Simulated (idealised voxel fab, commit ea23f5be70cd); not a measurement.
Process module heading - voxel air gaps
Shown is cross-section cut, with a width of 250 nm and square cells of size 5 nm.
If you're reading a cross-section in this doc, picture square cells in a grid; it comes to you as bands, top ones listed first down to the bottom, and a band can be one or more rows of cells.
Band: top height; bottom height; in nm. Then, left to right: material with width in nm, for each material. "everywhere": a single material spanning edge to edge. "blank": empty space.
Beneath 0, the wafer as received is one material, and that level is where height counting begins. The lowest band goes on downward without a bottom; it is written like "top 0, no bottom".
The notation "30..40" denotes a width that varies across the rows of cells in the band, beginning at the first number in the top row, finishing at the second number in the bottom row, and changing by an identical amount from each row to the next.
"changes: none" for a step: no cell of the cross-section changed in that step.
The entry "Enclosed internal cavities" lists the empty spaces that cover at least 8 cells and have no open path to the top. Each is written as width x height at distance, where the distance is measured from the left edge and all three values are in nm.
Formally, on a step line, whatever follows the settings is a remark that the simulator itself makes on the step.
overlay nm: where the mask lay relative to plan, measured to the right, on steps with a mask; negatives go left.
Layout of what follows: cross-section pairs, each bracketing one process step, the after cross-section shown only to the lowest band that changed, the step between and its settings noted under each pair. Pairs may originate in different runs of this module on the same starting wafer; a pair continues from the pair above only where its entry headed "Geometry before processing" says so.
GEOMETRY BEFORE PROCESSING
	top 0, no bottom  Si everywhere
	Enclosed internal cavities: none
POST-STEP SNAPSHOT
	top 10, bottom 0  SiO2 everywhere
	Below 0 it's all the same as before, nothing changed down there.
	Enclosed internal cavities: none
To go from the before cross-section above to the after cross-section, apply CONFORMAL_DEP [material SiO2] [thk nm 10]
Geometry before processing: the cross-section after the pair above
POST-STEP SNAPSHOT
	top 15, bottom 10  SiN everywhere
	Below 10 it's all the same as before, nothing changed down there.
	Enclosed internal cavities: none
To go from the before cross-section above to the after cross-section, apply CONFORMAL_DEP [material SiN] [thk nm 5]
Geometry before processing: the cross-section after the pair above
POST-STEP SNAPSHOT
	top 45, bottom 15  lowk everywhere
	Below 15 it's all the same as before, nothing changed down there.
	Enclosed internal cavities: none
To go from the before cross-section above to the after cross-section, apply DIRECTIONAL_DEP [material lowk] [thk nm 30]
Geometry before processing: the cross-section after the pair above
POST-STEP SNAPSHOT
	top 60, bottom 45  aC everywhere
	Below 45 it's all the same as before, nothing changed down there.
	Enclosed internal cavities: none
To go from the before cross-section above to the after cross-section, apply DIRECTIONAL_DEP [material aC] [thk nm 15]
Geometry before processing: the cross-section after the pair above
POST-STEP SNAPSHOT
	top 95, bottom 60  resist 55, blank 15, resist 25, blank 15, resist 25, blank 15, resist 25, blank 15, resist 60
	Below 60 it's all the same as before, nothing changed down there.
	Enclosed internal cavities: none
To go from the before cross-section above to the after cross-section, apply PATTERN [tone open] [mask id LINES] [material resist] [width nm 15] [pitch nm 40] [thk nm 35] [overlay nm 0]
Geometry before processing: the cross-section after the pair above
POST-STEP SNAPSHOT
	top 80, bottom 60  resist 55, blank 15, resist 25, blank 15, resist 25, blank 15, resist 25, blank 15, resist 60
	top 60, bottom 45  aC 55, blank 15, aC 25, blank 15, aC 25, blank 15, aC 25, blank 15, aC 60
	Below 45 it's all the same as before, nothing changed down there.
	Enclosed internal cavities: none
To go from the before cross-section above to the after cross-section, apply DIRECTIONAL_ETCH [etch materials aC] [depth nm 15]
Geometry before processing: the cross-section after the pair above
POST-STEP SNAPSHOT
	top 60, bottom 45  aC 55, blank 15, aC 25, blank 15, aC 25, blank 15, aC 25, blank 15, aC 60
	Below 45 it's all the same as before, nothing changed down there.
	Enclosed internal cavities: none
To go from the before cross-section above to the after cross-section, apply STRIP [etch materials resist]
Geometry before processing: the cross-section after the pair above
POST-STEP SNAPSHOT
	top 60, bottom 45  aC 55, blank 15, aC 25, blank 15, aC 25, blank 15, aC 25, blank 15, aC 60
	top 45, bottom 15  lowk 55, blank 15, lowk 25, blank 15, lowk 25, blank 15, lowk 25, blank 15, lowk 60
	Below 15 it's all the same as before, nothing changed down there.
	Enclosed internal cavities: none
To go from the before cross-section above to the after cross-section, apply DIRECTIONAL_ETCH [etch materials lowk] [depth nm 30]
Geometry before processing: the cross-section after the pair above
POST-STEP SNAPSHOT
	top 45, bottom 15  lowk 55, blank 15, lowk 25, blank 15, lowk 25, blank 15, lowk 25, blank 15, lowk 60
	Below 15 it's all the same as before, nothing changed down there.
	Enclosed internal cavities: none
To go from the before cross-section above to the after cross-section, apply STRIP [etch materials aC]
Geometry before processing: the cross-section after the pair above
POST-STEP SNAPSHOT
	top 50, bottom 45  TiN 60, blank 5, TiN 35, blank 5, TiN 35, blank 5, TiN 35, blank 5, TiN 65
	top 45, bottom 20  lowk 55, TiN 5, blank 5, TiN 5, lowk 25, TiN 5, blank 5, TiN 5, lowk 25, TiN 5, blank 5, TiN 5, lowk 25, TiN 5, blank 5, TiN 5, lowk 60
	top 20, bottom 15  lowk 55, TiN 15, lowk 25, TiN 15, lowk 25, TiN 15, lowk 25, TiN 15, lowk 60
	Below 15 it's all the same as before, nothing changed down there.
	Enclosed internal cavities: none
To go from the before cross-section above to the after cross-section, apply CONFORMAL_DEP [material TiN] [thk nm 5]
Geometry before processing: the cross-section after the pair above
POST-STEP SNAPSHOT
	top 55, bottom 50  Cu everywhere
	top 50, bottom 45  TiN 60, Cu 5, TiN 35, Cu 5, TiN 35, Cu 5, TiN 35, Cu 5, TiN 65
	top 45, bottom 20  lowk 55, TiN 5, Cu 5, TiN 5, lowk 25, TiN 5, Cu 5, TiN 5, lowk 25, TiN 5, Cu 5, TiN 5, lowk 25, TiN 5, Cu 5, TiN 5, lowk 60
	Below 20 it's all the same as before, nothing changed down there.
	Enclosed internal cavities: none
To go from the before cross-section above to the after cross-section, apply FILL_DEP [material Cu] [thk nm 5]
Geometry before processing: the cross-section after the pair above
POST-STEP SNAPSHOT
	top 45, bottom 20  lowk 55, TiN 5, Cu 5, TiN 5, lowk 25, TiN 5, Cu 5, TiN 5, lowk 25, TiN 5, Cu 5, TiN 5, lowk 25, TiN 5, Cu 5, TiN 5, lowk 60
	Below 20 it's all the same as before, nothing changed down there.
	Enclosed internal cavities: none
To go from the before cross-section above to the after cross-section, apply CMP [height nm 45]
Geometry before processing: the cross-section after the pair above
POST-STEP SNAPSHOT
	top 55, bottom 45  blank 45, Ru 35, blank 5, Ru 35, blank 5, Ru 35, blank 5, Ru 35, blank 50
	Below 45 it's all the same as before, nothing changed down there.
	Enclosed internal cavities: none
To go from the before cross-section above to the after cross-section, apply EPI [material Ru] [thk nm 10]
Geometry before processing: the cross-section after the pair above
POST-STEP SNAPSHOT
	top 55, bottom 45  blank 45, Ru 35, blank 5, Ru 35, blank 5, Ru 35, blank 5, Ru 35, blank 50
	top 45, bottom 20  blank 55, TiN 5, Cu 5, TiN 5, blank 25, TiN 5, Cu 5, TiN 5, blank 25, TiN 5, Cu 5, TiN 5, blank 25, TiN 5, Cu 5, TiN 5, blank 60
	top 20, bottom 15  blank 55, TiN 15, blank 25, TiN 15, blank 25, TiN 15, blank 25, TiN 15, blank 60
	Below 15 it's all the same as before, nothing changed down there.
	Enclosed internal cavities: none
To go from the before cross-section above to the after cross-section, apply SELECTIVE_ETCH [etch materials lowk] [depth nm 40]
Geometry before processing: the cross-section after the pair above
POST-STEP SNAPSHOT
	top 60, bottom 55  blank 40, SiN 165, blank 45
	top 55, bottom 45  blank 40, SiN 5, Ru 35, SiN 5, Ru 35, SiN 5, Ru 35, SiN 5, Ru 35, SiN 5, blank 45
	top 45, bottom 40  blank 40, SiN 15, TiN 5, Cu 5, TiN 5, SiN 25, TiN 5, Cu 5, TiN 5, SiN 25, TiN 5, Cu 5, TiN 5, SiN 25, TiN 5, Cu 5, TiN 5, SiN 15, blank 45
	top 40, bottom 20  blank 50, SiN 5, TiN 5, Cu 5, TiN 5, SiN 5, blank 15, SiN 5, TiN 5, Cu 5, TiN 5, SiN 5, blank 15, SiN 5, TiN 5, Cu 5, TiN 5, SiN 5, blank 15, SiN 5, TiN 5, Cu 5, TiN 5, SiN 5, blank 55
	top 20, bottom 15  SiN 55, TiN 15, SiN 25, TiN 15, SiN 25, TiN 15, SiN 25, TiN 15, SiN 60
	Below 15 it's all the same as before, nothing changed down there.
	Enclosed internal cavities: 15 x 20 at 75; 15 x 20 at 115; 15 x 20 at 155
To go from the before cross-section above to the after cross-section, apply CONFORMAL_DEP [material SiN] [thk nm 5]
GEOMETRY BEFORE PROCESSING
	top 0, no bottom  Si everywhere
	Enclosed internal cavities: none
POST-STEP SNAPSHOT
	top 5, bottom 0  SiN everywhere
	Below 0 it's all the same as before, nothing changed down there.
	Enclosed internal cavities: none
To go from the before cross-section above to the after cross-section, apply CONFORMAL_DEP [material SiN] [thk nm 5]
Geometry before processing: the cross-section after the pair above
POST-STEP SNAPSHOT
	top 35, bottom 5  lowk everywhere
	Below 5 it's all the same as before, nothing changed down there.
	Enclosed internal cavities: none
To go from the before cross-section above to the after cross-section, apply DIRECTIONAL_DEP [material lowk] [thk nm 30]
Geometry before processing: the cross-section after the pair above
POST-STEP SNAPSHOT
	top 50, bottom 35  aC everywhere
	Below 35 it's all the same as before, nothing changed down there.
	Enclosed internal cavities: none
To go from the before cross-section above to the after cross-section, apply DIRECTIONAL_DEP [material aC] [thk nm 15]
Geometry before processing: the cross-section after the pair above
POST-STEP SNAPSHOT
	top 85, bottom 50  resist 55, blank 15, resist 25, blank 15, resist 25, blank 15, resist 25, blank 15, resist 60
	Below 50 it's all the same as before, nothing changed down there.
	Enclosed internal cavities: none
To go from the before cross-section above to the after cross-section, apply PATTERN [tone open] [mask id LINES] [material resist] [width nm 15] [pitch nm 40] [thk nm 35] [overlay nm 0]
Geometry before processing: the cross-section after the pair above
POST-STEP SNAPSHOT
	top 70, bottom 50  resist 55, blank 15, resist 25, blank 15, resist 25, blank 15, resist 25, blank 15, resist 60
	top 50, bottom 35  aC 55, blank 15, aC 25, blank 15, aC 25, blank 15, aC 25, blank 15, aC 60
	Below 35 it's all the same as before, nothing changed down there.
	Enclosed internal cavities: none
To go from the before cross-section above to the after cross-section, apply DIRECTIONAL_ETCH [etch materials aC] [depth nm 15]
Geometry before processing: the cross-section after the pair above
POST-STEP SNAPSHOT
	top 50, bottom 35  aC 55, blank 15, aC 25, blank 15, aC 25, blank 15, aC 25, blank 15, aC 60
	Below 35 it's all the same as before, nothing changed down there.
	Enclosed internal cavities: none
To go from the before cross-section above to the after cross-section, apply STRIP [etch materials resist]
Geometry before processing: the cross-section after the pair above
POST-STEP SNAPSHOT
	top 50, bottom 35  aC 55, blank 15, aC 25, blank 15, aC 25, blank 15, aC 25, blank 15, aC 60
	top 35, bottom 5  lowk 55, blank 15, lowk 25, blank 15, lowk 25, blank 15, lowk 25, blank 15, lowk 60
	Below 5 it's all the same as before, nothing changed down there.
	Enclosed internal cavities: none
To go from the before cross-section above to the after cross-section, apply DIRECTIONAL_ETCH [etch materials lowk] [depth nm 30]
Geometry before processing: the cross-section after the pair above
POST-STEP SNAPSHOT
	top 35, bottom 5  lowk 55, blank 15, lowk 25, blank 15, lowk 25, blank 15, lowk 25, blank 15, lowk 60
	Below 5 it's all the same as before, nothing changed down there.
	Enclosed internal cavities: none
To go from the before cross-section above to the after cross-section, apply STRIP [etch materials aC]
Geometry before processing: the cross-section after the pair above
POST-STEP SNAPSHOT
	top 40, bottom 35  TiN 60, blank 5, TiN 35, blank 5, TiN 35, blank 5, TiN 35, blank 5, TiN 65
	top 35, bottom 10  lowk 55, TiN 5, blank 5, TiN 5, lowk 25, TiN 5, blank 5, TiN 5, lowk 25, TiN 5, blank 5, TiN 5, lowk 25, TiN 5, blank 5, TiN 5, lowk 60
	top 10, bottom 5  lowk 55, TiN 15, lowk 25, TiN 15, lowk 25, TiN 15, lowk 25, TiN 15, lowk 60
	Below 5 it's all the same as before, nothing changed down there.
	Enclosed internal cavities: none
To go from the before cross-section above to the after cross-section, apply CONFORMAL_DEP [material TiN] [thk nm 5]
Geometry before processing: the cross-section after the pair above
POST-STEP SNAPSHOT
	top 45, bottom 40  Cu everywhere
	top 40, bottom 35  TiN 60, Cu 5, TiN 35, Cu 5, TiN 35, Cu 5, TiN 35, Cu 5, TiN 65
	top 35, bottom 10  lowk 55, TiN 5, Cu 5, TiN 5, lowk 25, TiN 5, Cu 5, TiN 5, lowk 25, TiN 5, Cu 5, TiN 5, lowk 25, TiN 5, Cu 5, TiN 5, lowk 60
	Below 10 it's all the same as before, nothing changed down there.
	Enclosed internal cavities: none
To go from the before cross-section above to the after cross-section, apply FILL_DEP [material Cu] [thk nm 5]
Geometry before processing: the cross-section after the pair above
POST-STEP SNAPSHOT
	top 55, bottom 45  Ru everywhere
	Below 45 it's all the same as before, nothing changed down there.
	Enclosed internal cavities: none
To go from the before cross-section above to the after cross-section, apply EPI [material Ru] [thk nm 10]
Geometry before processing: the cross-section after the pair above
POST-STEP SNAPSHOT
	top 60, bottom 55  SiN everywhere
	Below 55 it's all the same as before, nothing changed down there.
	Enclosed internal cavities: none
To go from the before cross-section above to the after cross-section, apply CONFORMAL_DEP [material SiN] [thk nm 5]
GEOMETRY BEFORE PROCESSING
	top 55, bottom 45  blank 45, Ru 35, blank 5, Ru 35, blank 5, Ru 35, blank 5, Ru 35, blank 50
	top 45, bottom 20  lowk 55, TiN 5, Cu 5, TiN 5, lowk 25, TiN 5, Cu 5, TiN 5, lowk 25, TiN 5, Cu 5, TiN 5, lowk 25, TiN 5, Cu 5, TiN 5, lowk 60
	top 20, bottom 15  lowk 55, TiN 15, lowk 25, TiN 15, lowk 25, TiN 15, lowk 25, TiN 15, lowk 60
	top 15, bottom 10  SiN everywhere
	top 10, bottom 0  SiO2 everywhere
	top 0, no bottom  Si everywhere
	Enclosed internal cavities: none
POST-STEP SNAPSHOT
	top 65, bottom 45  blank 35, Ru 175, blank 40
	Below 45 it's all the same as before, nothing changed down there.
	Enclosed internal cavities: none
To go from the before cross-section above to the after cross-section, apply EPI [material Ru] [thk nm 10]
Geometry before processing: the cross-section after the pair above
POST-STEP SNAPSHOT
	top 65, bottom 45  blank 35, Ru 175, blank 40
	top 45, bottom 20  blank 55, TiN 5, Cu 5, TiN 5, lowk 25, TiN 5, Cu 5, TiN 5, lowk 25, TiN 5, Cu 5, TiN 5, lowk 25, TiN 5, Cu 5, TiN 5, blank 60
	top 20, bottom 15  blank 55, TiN 15, lowk 25, TiN 15, lowk 25, TiN 15, lowk 25, TiN 15, blank 60
	Below 15 it's all the same as before, nothing changed down there.
	Enclosed internal cavities: none
To go from the before cross-section above to the after cross-section, apply SELECTIVE_ETCH [etch materials lowk] [depth nm 40]
Geometry before processing: the cross-section after the pair above
POST-STEP SNAPSHOT
	top 70, bottom 65  blank 30, SiN 185, blank 35
	top 65, bottom 45  blank 30, SiN 5, Ru 175, SiN 5, blank 35
	top 45, bottom 40  blank 30, SiN 25, TiN 5, Cu 5, TiN 5, lowk 25, TiN 5, Cu 5, TiN 5, lowk 25, TiN 5, Cu 5, TiN 5, lowk 25, TiN 5, Cu 5, TiN 5, SiN 25, blank 35
	top 40, bottom 20  blank 50, SiN 5, TiN 5, Cu 5, TiN 5, lowk 25, TiN 5, Cu 5, TiN 5, lowk 25, TiN 5, Cu 5, TiN 5, lowk 25, TiN 5, Cu 5, TiN 5, SiN 5, blank 55
	top 20, bottom 15  SiN 55, TiN 15, lowk 25, TiN 15, lowk 25, TiN 15, lowk 25, TiN 15, SiN 60
	Below 15 it's all the same as before, nothing changed down there.
	Enclosed internal cavities: none
To go from the before cross-section above to the after cross-section, apply CONFORMAL_DEP [material SiN] [thk nm 5]
GEOMETRY BEFORE PROCESSING
	top 45, bottom 20  lowk 55, TiN 5, Cu 5, TiN 5, lowk 25, TiN 5, Cu 5, TiN 5, lowk 25, TiN 5, Cu 5, TiN 5, lowk 25, TiN 5, Cu 5, TiN 5, lowk 60
	top 20, bottom 15  lowk 55, TiN 15, lowk 25, TiN 15, lowk 25, TiN 15, lowk 25, TiN 15, lowk 60
	top 15, bottom 10  SiN everywhere
	top 10, bottom 0  SiO2 everywhere
	top 0, no bottom  Si everywhere
	Enclosed internal cavities: none
POST-STEP SNAPSHOT
	top 45, bottom 20  blank 55, TiN 5, Cu 5, TiN 5, blank 25, TiN 5, Cu 5, TiN 5, blank 25, TiN 5, Cu 5, TiN 5, blank 25, TiN 5, Cu 5, TiN 5, blank 60
	top 20, bottom 15  blank 55, TiN 15, blank 25, TiN 15, blank 25, TiN 15, blank 25, TiN 15, blank 60
	Below 15 it's all the same as before, nothing changed down there.
	Enclosed internal cavities: none
To go from the before cross-section above to the after cross-section, apply SELECTIVE_ETCH [etch materials lowk] [depth nm 40]
Geometry before processing: the cross-section after the pair above
POST-STEP SNAPSHOT
	top 55, bottom 45  blank 45, Ru 35, blank 5, Ru 35, blank 5, Ru 35, blank 5, Ru 35, blank 50
	top 45, bottom 20  blank 45, Ru 10, TiN 5, Cu 5, TiN 5, Ru 10, blank 5, Ru 10, TiN 5, Cu 5, TiN 5, Ru 10, blank 5, Ru 10, TiN 5, Cu 5, TiN 5, Ru 10, blank 5, Ru 10, TiN 5, Cu 5, TiN 5, Ru 10, blank 50
	top 20, bottom 15  blank 45, Ru 10, TiN 15, Ru 10, blank 5, Ru 10, TiN 15, Ru 10, blank 5, Ru 10, TiN 15, Ru 10, blank 5, Ru 10, TiN 15, Ru 10, blank 50
	Below 15 it's all the same as before, nothing changed down there.
	Enclosed internal cavities: none
To go from the before cross-section above to the after cross-section, apply EPI [material Ru] [thk nm 10]
Geometry before processing: the cross-section after the pair above
POST-STEP SNAPSHOT
	top 60, bottom 55  blank 40, SiN 165, blank 45
	top 55, bottom 45  blank 40, SiN 5, Ru 35, SiN 5, Ru 35, SiN 5, Ru 35, SiN 5, Ru 35, SiN 5, blank 45
	top 45, bottom 20  blank 40, SiN 5, Ru 10, TiN 5, Cu 5, TiN 5, Ru 10, SiN 5, Ru 10, TiN 5, Cu 5, TiN 5, Ru 10, SiN 5, Ru 10, TiN 5, Cu 5, TiN 5, Ru 10, SiN 5, Ru 10, TiN 5, Cu 5, TiN 5, Ru 10, SiN 5, blank 45
	top 20, bottom 15  SiN 45, Ru 10, TiN 15, Ru 10, SiN 5, Ru 10, TiN 15, Ru 10, SiN 5, Ru 10, TiN 15, Ru 10, SiN 5, Ru 10, TiN 15, Ru 10, SiN 50
	Below 15 it's all the same as before, nothing changed down there.
	Enclosed internal cavities: none
To go from the before cross-section above to the after cross-section, apply CONFORMAL_DEP [material SiN] [thk nm 5]
GEOMETRY BEFORE PROCESSING
	top 15, bottom 10  SiN everywhere
	top 10, bottom 0  SiO2 everywhere
	top 0, no bottom  Si everywhere
	Enclosed internal cavities: none
POST-STEP SNAPSHOT
	top 35, bottom 15  lowk everywhere
	Below 15 it's all the same as before, nothing changed down there.
	Enclosed internal cavities: none
To go from the before cross-section above to the after cross-section, apply DIRECTIONAL_DEP [material lowk] [thk nm 20]
Geometry before processing: the cross-section after the pair above
POST-STEP SNAPSHOT
	top 50, bottom 35  aC everywhere
	Below 35 it's all the same as before, nothing changed down there.
	Enclosed internal cavities: none
To go from the before cross-section above to the after cross-section, apply DIRECTIONAL_DEP [material aC] [thk nm 15]
Geometry before processing: the cross-section after the pair above
POST-STEP SNAPSHOT
	top 85, bottom 50  resist 55, blank 15, resist 25, blank 15, resist 25, blank 15, resist 25, blank 15, resist 60
	Below 50 it's all the same as before, nothing changed down there.
	Enclosed internal cavities: none
To go from the before cross-section above to the after cross-section, apply PATTERN [tone open] [mask id LINES] [material resist] [width nm 15] [pitch nm 40] [thk nm 35] [overlay nm 0]
Geometry before processing: the cross-section after the pair above
POST-STEP SNAPSHOT
	top 70, bottom 50  resist 55, blank 15, resist 25, blank 15, resist 25, blank 15, resist 25, blank 15, resist 60
	top 50, bottom 35  aC 55, blank 15, aC 25, blank 15, aC 25, blank 15, aC 25, blank 15, aC 60
	Below 35 it's all the same as before, nothing changed down there.
	Enclosed internal cavities: none
To go from the before cross-section above to the after cross-section, apply DIRECTIONAL_ETCH [etch materials aC] [depth nm 15]
Geometry before processing: the cross-section after the pair above
POST-STEP SNAPSHOT
	top 50, bottom 35  aC 55, blank 15, aC 25, blank 15, aC 25, blank 15, aC 25, blank 15, aC 60
	Below 35 it's all the same as before, nothing changed down there.
	Enclosed internal cavities: none
To go from the before cross-section above to the after cross-section, apply STRIP [etch materials resist]
Geometry before processing: the cross-section after the pair above
POST-STEP SNAPSHOT
	top 50, bottom 35  aC 55, blank 15, aC 25, blank 15, aC 25, blank 15, aC 25, blank 15, aC 60
	top 35, bottom 15  lowk 55, blank 15, lowk 25, blank 15, lowk 25, blank 15, lowk 25, blank 15, lowk 60
	Below 15 it's all the same as before, nothing changed down there.
	Enclosed internal cavities: none
To go from the before cross-section above to the after cross-section, apply DIRECTIONAL_ETCH [etch materials lowk] [depth nm 30]
Geometry before processing: the cross-section after the pair above
POST-STEP SNAPSHOT
	top 35, bottom 15  lowk 55, blank 15, lowk 25, blank 15, lowk 25, blank 15, lowk 25, blank 15, lowk 60
	Below 15 it's all the same as before, nothing changed down there.
	Enclosed internal cavities: none
To go from the before cross-section above to the after cross-section, apply STRIP [etch materials aC]
Geometry before processing: the cross-section after the pair above
POST-STEP SNAPSHOT
	top 40, bottom 35  TiN 60, blank 5, TiN 35, blank 5, TiN 35, blank 5, TiN 35, blank 5, TiN 65
	top 35, bottom 20  lowk 55, TiN 5, blank 5, TiN 5, lowk 25, TiN 5, blank 5, TiN 5, lowk 25, TiN 5, blank 5, TiN 5, lowk 25, TiN 5, blank 5, TiN 5, lowk 60
	top 20, bottom 15  lowk 55, TiN 15, lowk 25, TiN 15, lowk 25, TiN 15, lowk 25, TiN 15, lowk 60
	Below 15 it's all the same as before, nothing changed down there.
	Enclosed internal cavities: none
To go from the before cross-section above to the after cross-section, apply CONFORMAL_DEP [material TiN] [thk nm 5]
Geometry before processing: the cross-section after the pair above
POST-STEP SNAPSHOT
	top 45, bottom 40  Cu everywhere
	top 40, bottom 35  TiN 60, Cu 5, TiN 35, Cu 5, TiN 35, Cu 5, TiN 35, Cu 5, TiN 65
	top 35, bottom 20  lowk 55, TiN 5, Cu 5, TiN 5, lowk 25, TiN 5, Cu 5, TiN 5, lowk 25, TiN 5, Cu 5, TiN 5, lowk 25, TiN 5, Cu 5, TiN 5, lowk 60
	Below 20 it's all the same as before, nothing changed down there.
	Enclosed internal cavities: none
To go from the before cross-section above to the after cross-section, apply FILL_DEP [material Cu] [thk nm 5]
Geometry before processing: the cross-section after the pair above
POST-STEP SNAPSHOT
	top 55, bottom 45  Ru everywhere
	Below 45 it's all the same as before, nothing changed down there.
	Enclosed internal cavities: none
To go from the before cross-section above to the after cross-section, apply EPI [material Ru] [thk nm 10]
Geometry before processing: the cross-section after the pair above
POST-STEP SNAPSHOT
	top 60, bottom 55  SiN everywhere
	Below 55 it's all the same as before, nothing changed down there.
	Enclosed internal cavities: none
To go from the before cross-section above to the after cross-section, apply CONFORMAL_DEP [material SiN] [thk nm 5]
GEOMETRY BEFORE PROCESSING
	top 60, bottom 45  aC everywhere
	top 45, bottom 15  lowk everywhere
	top 15, bottom 10  SiN everywhere
	top 10, bottom 0  SiO2 everywhere
	top 0, no bottom  Si everywhere
	Enclosed internal cavities: none
POST-STEP SNAPSHOT
	top 95, bottom 60  resist 50, blank 25, resist 15, blank 25, resist 15, blank 25, resist 15, blank 25, resist 55
	Below 60 it's all the same as before, nothing changed down there.
	Enclosed internal cavities: none
To go from the before cross-section above to the after cross-section, apply PATTERN [tone open] [mask id LINES] [material resist] [width nm 25] [pitch nm 40] [thk nm 35] [overlay nm 0]
Geometry before processing: the cross-section after the pair above
POST-STEP SNAPSHOT
	top 80, bottom 60  resist 50, blank 25, resist 15, blank 25, resist 15, blank 25, resist 15, blank 25, resist 55
	top 60, bottom 45  aC 50, blank 25, aC 15, blank 25, aC 15, blank 25, aC 15, blank 25, aC 55
	Below 45 it's all the same as before, nothing changed down there.
	Enclosed internal cavities: none
To go from the before cross-section above to the after cross-section, apply DIRECTIONAL_ETCH [etch materials aC] [depth nm 15]
Geometry before processing: the cross-section after the pair above
POST-STEP SNAPSHOT
	top 60, bottom 45  aC 50, blank 25, aC 15, blank 25, aC 15, blank 25, aC 15, blank 25, aC 55
	Below 45 it's all the same as before, nothing changed down there.
	Enclosed internal cavities: none
To go from the before cross-section above to the after cross-section, apply STRIP [etch materials resist]
Geometry before processing: the cross-section after the pair above
POST-STEP SNAPSHOT
	top 60, bottom 45  aC 50, blank 25, aC 15, blank 25, aC 15, blank 25, aC 15, blank 25, aC 55
	top 45, bottom 15  lowk 50, blank 25, lowk 15, blank 25, lowk 15, blank 25, lowk 15, blank 25, lowk 55
	Below 15 it's all the same as before, nothing changed down there.
	Enclosed internal cavities: none
To go from the before cross-section above to the after cross-section, apply DIRECTIONAL_ETCH [etch materials lowk] [depth nm 30]
Geometry before processing: the cross-section after the pair above
POST-STEP SNAPSHOT
	top 45, bottom 15  lowk 50, blank 25, lowk 15, blank 25, lowk 15, blank 25, lowk 15, blank 25, lowk 55
	Below 15 it's all the same as before, nothing changed down there.
	Enclosed internal cavities: none
To go from the before cross-section above to the after cross-section, apply STRIP [etch materials aC]
Geometry before processing: the cross-section after the pair above
POST-STEP SNAPSHOT
	top 50, bottom 45  TiN 55, blank 15, TiN 25, blank 15, TiN 25, blank 15, TiN 25, blank 15, TiN 60
	top 45, bottom 20  lowk 50, TiN 5, blank 15, TiN 5, lowk 15, TiN 5, blank 15, TiN 5, lowk 15, TiN 5, blank 15, TiN 5, lowk 15, TiN 5, blank 15, TiN 5, lowk 55
	top 20, bottom 15  lowk 50, TiN 25, lowk 15, TiN 25, lowk 15, TiN 25, lowk 15, TiN 25, lowk 55
	Below 15 it's all the same as before, nothing changed down there.
	Enclosed internal cavities: none
To go from the before cross-section above to the after cross-section, apply CONFORMAL_DEP [material TiN] [thk nm 5]
Geometry before processing: the cross-section after the pair above
POST-STEP SNAPSHOT
	top 55, bottom 50  Cu everywhere
	top 50, bottom 45  TiN 55, Cu 15, TiN 25, Cu 15, TiN 25, Cu 15, TiN 25, Cu 15, TiN 60
	top 45, bottom 20  lowk 50, TiN 5, Cu 15, TiN 5, lowk 15, TiN 5, Cu 15, TiN 5, lowk 15, TiN 5, Cu 15, TiN 5, lowk 15, TiN 5, Cu 15, TiN 5, lowk 55
	Below 20 it's all the same as before, nothing changed down there.
	Enclosed internal cavities: none
To go from the before cross-section above to the after cross-section, apply FILL_DEP [material Cu] [thk nm 5]
Geometry before processing: the cross-section after the pair above
POST-STEP SNAPSHOT
	top 45, bottom 20  lowk 50, TiN 5, Cu 15, TiN 5, lowk 15, TiN 5, Cu 15, TiN 5, lowk 15, TiN 5, Cu 15, TiN 5, lowk 15, TiN 5, Cu 15, TiN 5, lowk 55
	Below 20 it's all the same as before, nothing changed down there.
	Enclosed internal cavities: none
To go from the before cross-section above to the after cross-section, apply CMP [height nm 45]
Geometry before processing: the cross-section after the pair above
POST-STEP SNAPSHOT
	top 55, bottom 45  blank 40, Ru 165, blank 45
	Below 45 it's all the same as before, nothing changed down there.
	Enclosed internal cavities: none
To go from the before cross-section above to the after cross-section, apply EPI [material Ru] [thk nm 10]
Geometry before processing: the cross-section after the pair above
POST-STEP SNAPSHOT
	top 55, bottom 45  blank 40, Ru 165, blank 45
	top 45, bottom 20  blank 50, TiN 5, Cu 15, TiN 5, lowk 15, TiN 5, Cu 15, TiN 5, lowk 15, TiN 5, Cu 15, TiN 5, lowk 15, TiN 5, Cu 15, TiN 5, blank 55
	top 20, bottom 15  blank 50, TiN 25, lowk 15, TiN 25, lowk 15, TiN 25, lowk 15, TiN 25, blank 55
	Below 15 it's all the same as before, nothing changed down there.
	Enclosed internal cavities: none
To go from the before cross-section above to the after cross-section, apply SELECTIVE_ETCH [etch materials lowk] [depth nm 40]
Geometry before processing: the cross-section after the pair above
POST-STEP SNAPSHOT
	top 60, bottom 55  blank 35, SiN 175, blank 40
	top 55, bottom 45  blank 35, SiN 5, Ru 165, SiN 5, blank 40
	top 45, bottom 40  blank 35, SiN 15, TiN 5, Cu 15, TiN 5, lowk 15, TiN 5, Cu 15, TiN 5, lowk 15, TiN 5, Cu 15, TiN 5, lowk 15, TiN 5, Cu 15, TiN 5, SiN 15, blank 40
	top 40, bottom 20  blank 45, SiN 5, TiN 5, Cu 15, TiN 5, lowk 15, TiN 5, Cu 15, TiN 5, lowk 15, TiN 5, Cu 15, TiN 5, lowk 15, TiN 5, Cu 15, TiN 5, SiN 5, blank 50
	top 20, bottom 15  SiN 50, TiN 25, lowk 15, TiN 25, lowk 15, TiN 25, lowk 15, TiN 25, SiN 55
	Below 15 it's all the same as before, nothing changed down there.
	Enclosed internal cavities: none
To go from the before cross-section above to the after cross-section, apply CONFORMAL_DEP [material SiN] [thk nm 5]
GEOMETRY BEFORE PROCESSING
	top 60, bottom 45  aC everywhere
	top 45, bottom 15  lowk everywhere
	top 15, bottom 10  SiN everywhere
	top 10, bottom 0  SiO2 everywhere
	top 0, no bottom  Si everywhere
	Enclosed internal cavities: none
POST-STEP SNAPSHOT
	top 95, bottom 60  resist 65, blank 15, resist 25, blank 15, resist 25, blank 15, resist 25, blank 15, resist 50
	Below 60 it's all the same as before, nothing changed down there.
	Enclosed internal cavities: none
To go from the before cross-section above to the after cross-section, apply PATTERN [tone open] [mask id LINES] [material resist] [width nm 15] [pitch nm 40] [thk nm 35] [overlay nm 10]
Geometry before processing: the cross-section after the pair above
POST-STEP SNAPSHOT
	top 80, bottom 60  resist 65, blank 15, resist 25, blank 15, resist 25, blank 15, resist 25, blank 15, resist 50
	top 60, bottom 45  aC 65, blank 15, aC 25, blank 15, aC 25, blank 15, aC 25, blank 15, aC 50
	Below 45 it's all the same as before, nothing changed down there.
	Enclosed internal cavities: none
To go from the before cross-section above to the after cross-section, apply DIRECTIONAL_ETCH [etch materials aC] [depth nm 15]
Geometry before processing: the cross-section after the pair above
POST-STEP SNAPSHOT
	top 60, bottom 45  aC 65, blank 15, aC 25, blank 15, aC 25, blank 15, aC 25, blank 15, aC 50
	Below 45 it's all the same as before, nothing changed down there.
	Enclosed internal cavities: none
To go from the before cross-section above to the after cross-section, apply STRIP [etch materials resist]
